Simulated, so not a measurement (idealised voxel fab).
process module | voxel quadruple lines
cross-section cut | 300 nm wide | cells 5 nm
A cross-section is a grid of square cells, given in bands from the top down. A band is one or more rows of cells.
Each band's line starts with the height of the band's top and of its bottom, in nm. Then come its materials from left to right, each with its width in nm. One material with "throughout" fills the band from edge to edge. "air" is empty space.
Height 0 is the level under which the wafer as received is all one material. The lowest band goes on downwards, as in "0 down".
A width such as "30 to 40" changes by the same amount from each row of cells to the next, from the band's top row to its bottom row.
"no change" after a step means that no cell of the cross-section changed.
closed voids: empty space of 8 cells or more with no open way to the top, each as width x height at its distance from the left edge, in nm
after a step's settings: what the simulator itself notes on the step
overlay nm, on a step with a mask: how far to the right of its planned place the mask lay; to the left if negative
plan
1 op RECEIVE | material Si
2 op CONFORMAL_DEP | material Al2O3 | thk nm 10
3 op DIRECTIONAL_DEP | material W | thk nm 10
4 op DIRECTIONAL_DEP | material polySi | thk nm 20
5 op DIRECTIONAL_DEP | material aC | thk nm 25
6 op PATTERN | tone cover | mask id MANDREL | material resist | width nm 25 | pitch nm 80 | thk nm 35 | overlay nm 0
7 op DIRECTIONAL_ETCH | etch materials aC | depth nm 25
8 op STRIP | etch materials resist
9 op CONFORMAL_DEP | material SiO2 | thk nm 15
10 op DIRECTIONAL_ETCH | etch materials SiO2 | depth nm 15
11 op STRIP | etch materials aC
12 op DIRECTIONAL_ETCH | etch materials polySi | depth nm 20
13 op STRIP | etch materials SiO2
14 op CONFORMAL_DEP | material SiN | thk nm 5
15 op DIRECTIONAL_ETCH | etch materials SiN | depth nm 5
16 op STRIP | etch materials polySi
17 op DIRECTIONAL_ETCH | etch materials W | depth nm 10
18 op STRIP | etch materials SiN
19 op FILL_DEP | material lowk | thk nm 10
20 op CMP | height nm 20
first wafer, as planned
as received, after step 1
  0 down: Si throughout
  closed voids: none
after step 2
  10 to 0: Al2O3 throughout
  below 0: unchanged
after step 3
  20 to 10: W throughout
  below 10: unchanged
after step 4
  40 to 20: polySi throughout
  below 20: unchanged
after step 5
  65 to 40: aC throughout
  below 40: unchanged
after step 6
  100 to 65: air 95 | resist 25 | air 55 | resist 25 | air 100
  below 65: unchanged
after step 7
  75 to 65: air 95 | resist 25 | air 55 | resist 25 | air 100
  65 to 40: air 95 | aC 25 | air 55 | aC 25 | air 100
  below 40: unchanged
after step 8
  65 to 40: air 95 | aC 25 | air 55 | aC 25 | air 100
  below 40: unchanged
after step 9
  80 to 65: air 80 | SiO2 55 | air 25 | SiO2 55 | air 85
  65 to 55: air 80 | SiO2 15 | aC 25 | SiO2 15 | air 25 | SiO2 15 | aC 25 | SiO2 15 | air 85
  55 to 40: SiO2 95 | aC 25 | SiO2 55 | aC 25 | SiO2 100
  below 40: unchanged
after step 10
  65 to 40: air 80 | SiO2 15 | aC 25 | SiO2 15 | air 25 | SiO2 15 | aC 25 | SiO2 15 | air 85
  below 40: unchanged
after step 11
  65 to 40: air 80 | SiO2 15 | air 25 | SiO2 15 | air 25 | SiO2 15 | air 25 | SiO2 15 | air 85
  below 40: unchanged
after step 12
  65 to 40: air 80 | SiO2 15 | air 25 | SiO2 15 | air 25 | SiO2 15 | air 25 | SiO2 15 | air 85
  40 to 20: air 80 | polySi 15 | air 25 | polySi 15 | air 25 | polySi 15 | air 25 | polySi 15 | air 85
  below 20: unchanged
after step 13
  40 to 20: air 80 | polySi 15 | air 25 | polySi 15 | air 25 | polySi 15 | air 25 | polySi 15 | air 85
  below 20: unchanged
after step 14
  45 to 40: air 75 | SiN 25 | air 15 | SiN 25 | air 15 | SiN 25 | air 15 | SiN 25 | air 80
  40 to 25: air 75 | SiN 5 | polySi 15 | SiN 5 | air 15 | SiN 5 | polySi 15 | SiN 5 | air 15 | SiN 5 | polySi 15 | SiN 5 | air 15 | SiN 5 | polySi 15 | SiN 5 | air 80
  25 to 20: SiN 80 | polySi 15 | SiN 25 | polySi 15 | SiN 25 | polySi 15 | SiN 25 | polySi 15 | SiN 85
  below 20: unchanged
after step 15
  40 to 20: air 75 | SiN 5 | polySi 15 | SiN 5 | air 15 | SiN 5 | polySi 15 | SiN 5 | air 15 | SiN 5 | polySi 15 | SiN 5 | air 15 | SiN 5 | polySi 15 | SiN 5 | air 80
  below 20: unchanged
after step 16
  40 to 20: air 75 | SiN 5 | air 15 | SiN 5 | air 15 | SiN 5 | air 15 | SiN 5 | air 15 | SiN 5 | air 15 | SiN 5 | air 15 | SiN 5 | air 15 | SiN 5 | air 80
  below 20: unchanged
after step 17
  40 to 20: air 75 | SiN 5 | air 15 | SiN 5 | air 15 | SiN 5 | air 15 | SiN 5 | air 15 | SiN 5 | air 15 | SiN 5 | air 15 | SiN 5 | air 15 | SiN 5 | air 80
  20 to 10: air 75 | W 5 | air 15 | W 5 | air 15 | W 5 | air 15 | W 5 | air 15 | W 5 | air 15 | W 5 | air 15 | W 5 | air 15 | W 5 | air 80
  below 10: unchanged
after step 18
  20 to 10: air 75 | W 5 | air 15 | W 5 | air 15 | W 5 | air 15 | W 5 | air 15 | W 5 | air 15 | W 5 | air 15 | W 5 | air 15 | W 5 | air 80
  below 10: unchanged
after step 19
  30 to 20: lowk throughout
  20 to 10: lowk 75 | W 5 | lowk 15 | W 5 | lowk 15 | W 5 | lowk 15 | W 5 | lowk 15 | W 5 | lowk 15 | W 5 | lowk 15 | W 5 | lowk 15 | W 5 | lowk 80
  below 10: unchanged
after step 20
  20 to 10: lowk 75 | W 5 | lowk 15 | W 5 | lowk 15 | W 5 | lowk 15 | W 5 | lowk 15 | W 5 | lowk 15 | W 5 | lowk 15 | W 5 | lowk 15 | W 5 | lowk 80
  below 10: unchanged
second wafer: like start, like plan, one mistake. Through step 5 it matches the first wafer
when step 6 should have ended
  100 to 65: resist 95 | air 25 | resist 55 | air 25 | resist 100
  below 65: unchanged
when step 7 should have ended
  75 to 65: resist 95 | air 25 | resist 55 | air 25 | resist 100
  65 to 40: aC 95 | air 25 | aC 55 | air 25 | aC 100
  below 40: unchanged
when step 8 should have ended
  65 to 40: aC 95 | air 25 | aC 55 | air 25 | aC 100
  below 40: unchanged
when step 9 should have ended
  80 to 65: SiO2 throughout
  65 to 40: aC 95 | SiO2 25 | aC 55 | SiO2 25 | aC 100
  below 40: unchanged
when step 10 should have ended
  65 to 40: aC 95 | SiO2 25 | aC 55 | SiO2 25 | aC 100
  below 40: unchanged
when step 11 should have ended
  65 to 40: air 95 | SiO2 25 | air 55 | SiO2 25 | air 100
  below 40: unchanged
when step 12 should have ended
  65 to 40: air 95 | SiO2 25 | air 55 | SiO2 25 | air 100
  40 to 20: air 95 | polySi 25 | air 55 | polySi 25 | air 100
  below 20: unchanged
when step 13 should have ended
  40 to 20: air 95 | polySi 25 | air 55 | polySi 25 | air 100
  below 20: unchanged
when step 14 should have ended
  45 to 40: air 90 | SiN 35 | air 45 | SiN 35 | air 95
  40 to 25: air 90 | SiN 5 | polySi 25 | SiN 5 | air 45 | SiN 5 | polySi 25 | SiN 5 | air 95
  25 to 20: SiN 95 | polySi 25 | SiN 55 | polySi 25 | SiN 100
  below 20: unchanged
when step 15 should have ended
  40 to 20: air 90 | SiN 5 | polySi 25 | SiN 5 | air 45 | SiN 5 | polySi 25 | SiN 5 | air 95
  below 20: unchanged
when step 16 should have ended
  40 to 20: air 90 | SiN 5 | air 25 | SiN 5 | air 45 | SiN 5 | air 25 | SiN 5 | air 95
  below 20: unchanged
when step 17 should have ended
  40 to 20: air 90 | SiN 5 | air 25 | SiN 5 | air 45 | SiN 5 | air 25 | SiN 5 | air 95
  20 to 10: air 90 | W 5 | air 25 | W 5 | air 45 | W 5 | air 25 | W 5 | air 95
  below 10: unchanged
when step 18 should have ended
  20 to 10: air 90 | W 5 | air 25 | W 5 | air 45 | W 5 | air 25 | W 5 | air 95
  below 10: unchanged
when step 19 should have ended
  30 to 20: lowk throughout
  20 to 10: lowk 90 | W 5 | lowk 25 | W 5 | lowk 45 | W 5 | lowk 25 | W 5 | lowk 95
  below 10: unchanged
when step 20 should have ended
  20 to 10: lowk 90 | W 5 | lowk 25 | W 5 | lowk 45 | W 5 | lowk 25 | W 5 | lowk 95
  below 10: unchanged
what went wrong: step 6 ran as: op PATTERN | tone open | mask id MANDREL | material resist | width nm 25 | pitch nm 80 | thk nm 35 | overlay nm 0
at the end the second wafer has, in cells: 8 fewer of W | 8 more of lowk
